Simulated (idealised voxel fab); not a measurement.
The following is a process module called voxel spacer lines.
The figure presents cross-section cut, which has a width of 300 nm and is divided into square cells with an edge length of 5 nm.
Notation: cross-section as square-cell grid; stated in bands, top first, going down; one or more cell rows per band. In this notation a band is specified by the heights of its top and bottom, in that order and in nm, after which its materials appear from left to right, each paired with its width in nm. The word "edge to edge" attached to a single material means that material fills the band from edge to edge; the word "blank" stands for empty space. It should be noted that heights are counted from 0, beneath which the wafer as supplied is of one material throughout, and that the lowest band possesses no lower boundary but continues downward, as written in "0 down". It should be noted that a width expressed as "30->40" varies in equal increments from row to row of cells within the band, taking the value of the first number at the top row and that of the second number at the bottom row. "same as before", as given for a step, is the statement that not any cell of the cross-section underwent a change during that step. Heads up: "Enclosed cavities" only lists the empty pockets with no open path to the top that are 8 cells or more, and it writes them as width x height at distance, distance from the left edge, in nm. On each step's line, the part that comes after the settings is the simulator's own comment on the step. overlay nm, on a step with a mask: how far to the right of its planned place the mask lay; to the left if negative.

Plan
| 1 | RECEIVE with material Si |
| 2 | CONFORMAL_DEP with material SiO2, thk nm 5 |
| 3 | DIRECTIONAL_DEP with material W, thk nm 10 |
| 4 | DIRECTIONAL_DEP with material polySi, thk nm 30 |
| 5 | PATTERN with tone cover, mask id MANDREL, material resist, width nm 20, pitch nm 70, thk nm 35, overlay nm 0 |
| 6 | DIRECTIONAL_ETCH with etch materials polySi, depth nm 30 |
| 7 | STRIP with etch materials resist |
| 8 | CONFORMAL_DEP with material SiN, thk nm 15 |
| 9 | DIRECTIONAL_ETCH with etch materials SiN, depth nm 15 |
| 10 | STRIP with etch materials polySi |
| 11 | DIRECTIONAL_ETCH with etch materials W, depth nm 10 |
| 12 | STRIP with etch materials SiN |
| 13 | FILL_DEP with material SiO2, thk nm 5 |
| 14 | CMP with height nm 15 |

The following pertains to the first of two wafers, which was processed as planned

Delivered wafer in cross-section: state after step 1
> 0 down: Si edge to edge
> Enclosed cavities: none

Presented here is a cross-section of the wafer after step 2 has been performed
> 5 to 0: SiO2 edge to edge
> Whatever lies below 0 is exactly as it was before.

Presented here is a cross-section of the wafer after step 3 has been performed
> 15 to 5: W edge to edge
> Whatever lies below 5 is exactly as it was before.

Presented here is a cross-section of the wafer after step 4 has been performed
> 45 to 15: polySi edge to edge
> Whatever lies below 15 is exactly as it was before.

Presented here is a cross-section of the wafer after step 5 has been performed
> 80 to 45: blank=70, then resist=20, then blank=50, then resist=20, then blank=50, then resist=20, then blank=70
> Whatever lies below 45 is exactly as it was before.

Presented here is a cross-section of the wafer after step 6 has been performed
> 80 to 45: blank=70, then resist=20, then blank=50, then resist=20, then blank=50, then resist=20, then blank=70
> 45 to 15: blank=70, then polySi=20, then blank=50, then polySi=20, then blank=50, then polySi=20, then blank=70
> Whatever lies below 15 is exactly as it was before.

Presented here is a cross-section of the wafer after step 7 has been performed
> 45 to 15: blank=70, then polySi=20, then blank=50, then polySi=20, then blank=50, then polySi=20, then blank=70
> Whatever lies below 15 is exactly as it was before.

Presented here is a cross-section of the wafer after step 8 has been performed
> 60 to 45: blank=55, then SiN=50, then blank=20, then SiN=50, then blank=20, then SiN=50, then blank=55
> 45 to 30: blank=55, then SiN=15, then polySi=20, then SiN=15, then blank=20, then SiN=15, then polySi=20, then SiN=15, then blank=20, then SiN=15, then polySi=20, then SiN=15, then blank=55
> 30 to 15: SiN=70, then polySi=20, then SiN=50, then polySi=20, then SiN=50, then polySi=20, then SiN=70
> Whatever lies below 15 is exactly as it was before.

Presented here is a cross-section of the wafer after step 9 has been performed
> 45 to 15: blank=55, then SiN=15, then polySi=20, then SiN=15, then blank=20, then SiN=15, then polySi=20, then SiN=15, then blank=20, then SiN=15, then polySi=20, then SiN=15, then blank=55
> Whatever lies below 15 is exactly as it was before.

Presented here is a cross-section of the wafer after step 10 has been performed
> 45 to 15: blank=55, then SiN=15, then blank=20, then SiN=15, then blank=20, then SiN=15, then blank=20, then SiN=15, then blank=20, then SiN=15, then blank=20, then SiN=15, then blank=55
> Whatever lies below 15 is exactly as it was before.

Presented here is a cross-section of the wafer after step 11 has been performed
> 45 to 15: blank=55, then SiN=15, then blank=20, then SiN=15, then blank=20, then SiN=15, then blank=20, then SiN=15, then blank=20, then SiN=15, then blank=20, then SiN=15, then blank=55
> 15 to 5: blank=55, then W=15, then blank=20, then W=15, then blank=20, then W=15, then blank=20, then W=15, then blank=20, then W=15, then blank=20, then W=15, then blank=55
> Whatever lies below 5 is exactly as it was before.

Presented here is a cross-section of the wafer after step 12 has been performed
> 15 to 5: blank=55, then W=15, then blank=20, then W=15, then blank=20, then W=15, then blank=20, then W=15, then blank=20, then W=15, then blank=20, then W=15, then blank=55
> Whatever lies below 5 is exactly as it was before.

Presented here is a cross-section of the wafer after step 13 has been performed
> 20 to 15: SiO2 edge to edge
> 15 to 5: SiO2=55, then W=15, then SiO2=20, then W=15, then SiO2=20, then W=15, then SiO2=20, then W=15, then SiO2=20, then W=15, then SiO2=20, then W=15, then SiO2=55
> Whatever lies below 5 is exactly as it was before.

Presented here is a cross-section of the wafer after step 14 has been performed
> 15 to 5: SiO2=55, then W=15, then SiO2=20, then W=15, then SiO2=20, then W=15, then SiO2=20, then W=15, then SiO2=20, then W=15, then SiO2=20, then W=15, then SiO2=55
> Whatever lies below 5 is exactly as it was before.

Now the other wafer: same start, same recipe, but we messed up one thing when running it. Up to and including step 4 it's the same as the first one

Cross-section of the second wafer corresponding to the planned conclusion of step 5
> 80 to 45: blank=75, then resist=15, then blank=55, then resist=15, then blank=55, then resist=15, then blank=70
> Whatever lies below 45 is exactly as it was before.

Cross-section of the second wafer corresponding to the planned conclusion of step 6
> 80 to 45: blank=75, then resist=15, then blank=55, then resist=15, then blank=55, then resist=15, then blank=70
> 45 to 15: blank=75, then polySi=15, then blank=55, then polySi=15, then blank=55, then polySi=15, then blank=70
> Whatever lies below 15 is exactly as it was before.

Cross-section of the second wafer corresponding to the planned conclusion of step 7
> 45 to 15: blank=75, then polySi=15, then blank=55, then polySi=15, then blank=55, then polySi=15, then blank=70
> Whatever lies below 15 is exactly as it was before.

Cross-section of the second wafer corresponding to the planned conclusion of step 8
> 60 to 45: blank=60, then SiN=45, then blank=25, then SiN=45, then blank=25, then SiN=45, then blank=55
> 45 to 30: blank=60, then SiN=15, then polySi=15, then SiN=15, then blank=25, then SiN=15, then polySi=15, then SiN=15, then blank=25, then SiN=15, then polySi=15, then SiN=15, then blank=55
> 30 to 15: SiN=75, then polySi=15, then SiN=55, then polySi=15, then SiN=55, then polySi=15, then SiN=70
> Whatever lies below 15 is exactly as it was before.

Cross-section of the second wafer corresponding to the planned conclusion of step 9
> 45 to 15: blank=60, then SiN=15, then polySi=15, then SiN=15, then blank=25, then SiN=15, then polySi=15, then SiN=15, then blank=25, then SiN=15, then polySi=15, then SiN=15, then blank=55
> Whatever lies below 15 is exactly as it was before.

Cross-section of the second wafer corresponding to the planned conclusion of step 10
> 45 to 15: blank=60, then SiN=15, then blank=15, then SiN=15, then blank=25, then SiN=15, then blank=15, then SiN=15, then blank=25, then SiN=15, then blank=15, then SiN=15, then blank=55
> Whatever lies below 15 is exactly as it was before.

Cross-section of the second wafer corresponding to the planned conclusion of step 11
> 45 to 15: blank=60, then SiN=15, then blank=15, then SiN=15, then blank=25, then SiN=15, then blank=15, then SiN=15, then blank=25, then SiN=15, then blank=15, then SiN=15, then blank=55
> 15 to 5: blank=60, then W=15, then blank=15, then W=15, then blank=25, then W=15, then blank=15, then W=15, then blank=25, then W=15, then blank=15, then W=15, then blank=55
> Whatever lies below 5 is exactly as it was before.

Cross-section of the second wafer corresponding to the planned conclusion of step 12
> 15 to 5: blank=60, then W=15, then blank=15, then W=15, then blank=25, then W=15, then blank=15, then W=15, then blank=25, then W=15, then blank=15, then W=15, then blank=55
> Whatever lies below 5 is exactly as it was before.

Cross-section of the second wafer corresponding to the planned conclusion of step 13
> 20 to 15: SiO2 edge to edge
> 15 to 5: SiO2=60, then W=15, then SiO2=15, then W=15, then SiO2=25, then W=15, then SiO2=15, then W=15, then SiO2=25, then W=15, then SiO2=15, then W=15, then SiO2=55
> Whatever lies below 5 is exactly as it was before.

Cross-section of the second wafer corresponding to the planned conclusion of step 14
> 15 to 5: SiO2=60, then W=15, then SiO2=15, then W=15, then SiO2=25, then W=15, then SiO2=15, then W=15, then SiO2=25, then W=15, then SiO2=15, then W=15, then SiO2=55
> Whatever lies below 5 is exactly as it was before.
Run error: step 5 deviated from plan and actually ran as PATTERN with tone cover, mask id MANDREL, material resist, width nm 15, pitch nm 70, thk nm 35, overlay nm 0
Matching per-material cell counts, mismatched positions: that is how the second wafer compares with the first at the end.
